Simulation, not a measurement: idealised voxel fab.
process module | voxel self aligned contacts
cross-section cut | 215 nm wide | cells 5 nm
A cross-section is a grid of square cells, given in bands from the top down. A band is one or more rows of cells.
Each band's line starts with the height of the band's top and of its bottom, in nm. Then come its materials from left to right, each with its width in nm. One material with "throughout" fills the band from edge to edge. "air" is empty space.
Height 0 is the level under which the wafer as received is all one material. The lowest band goes on downwards, as in "0 down".
A width such as "30 to 40" changes by the same amount from each row of cells to the next, from the band's top row to its bottom row.
"no change" after a step means that no cell of the cross-section changed.
closed voids: empty space of 8 cells or more with no open way to the top, each as width x height at its distance from the left edge, in nm
after a step's settings: what the simulator itself notes on the step
overlay nm, on a step with a mask: how far to the right of its planned place the mask lay; to the left if negative
plan
1 op RECEIVE | material Si
2 op OXIDIZE | depth nm 5
3 op DIRECTIONAL_DEP | material polySi | thk nm 25
4 op DIRECTIONAL_DEP | material SiN | thk nm 25
5 op MASKED_ETCH | tone cover | mask id GATE | width nm 25 | pitch nm 65 | etch materials SiN | depth nm 25 | overlay nm 0
6 op MASKED_ETCH | tone cover | mask id GATE | width nm 25 | pitch nm 65 | etch materials polySi | depth nm 25 | overlay nm 0
7 op CONFORMAL_DEP | material SiN | thk nm 10
8 op DIRECTIONAL_ETCH | etch materials SiN | depth nm 10
9 op FILL_DEP | material SiO2 | thk nm 15
10 op CMP | height nm 55
11 op MASKED_ETCH | tone open | mask id CONTACT | width nm 50 | pitch nm 65 | etch materials SiO2 | depth nm 60 | overlay nm 0
12 op CONFORMAL_DEP | material TiN | thk nm 5
13 op FILL_DEP | material Ru | thk nm 10
14 op CMP | height nm 55
15 op CONFORMAL_DEP | material SiCN | thk nm 5
as received, after step 1
  0 down: Si throughout
  closed voids: none
a wafer at the end: this start, this plan, one mistake
  60 to 55: SiCN throughout
  55 to 50: SiO2 60 | TiN 10 | Ru 10 | TiN 30 | SiO2 15 | TiN 10 | Ru 10 | TiN 30 | SiO2 40
  50 to 25: SiO2 20 | SiN 45 | TiN 5 | Ru 10 | TiN 5 | SiN 45 | TiN 5 | Ru 10 | TiN 5 | SiN 45 | SiO2 20
  25 to 0: SiO2 20 | SiN 10 | polySi 25 | SiN 10 | TiN 5 | Ru 10 | TiN 5 | SiN 10 | polySi 25 | SiN 10 | TiN 5 | Ru 10 | TiN 5 | SiN 10 | polySi 25 | SiN 10 | SiO2 20
  0 to -5: SiO2 65 | TiN 20 | SiO2 45 | TiN 20 | SiO2 65
  -5 down: Si throughout
  closed voids: none
what went wrong: step 11 ran as: op MASKED_ETCH | tone open | mask id CONTACT | width nm 50 | pitch nm 65 | etch materials SiO2 | depth nm 60 | overlay nm 10
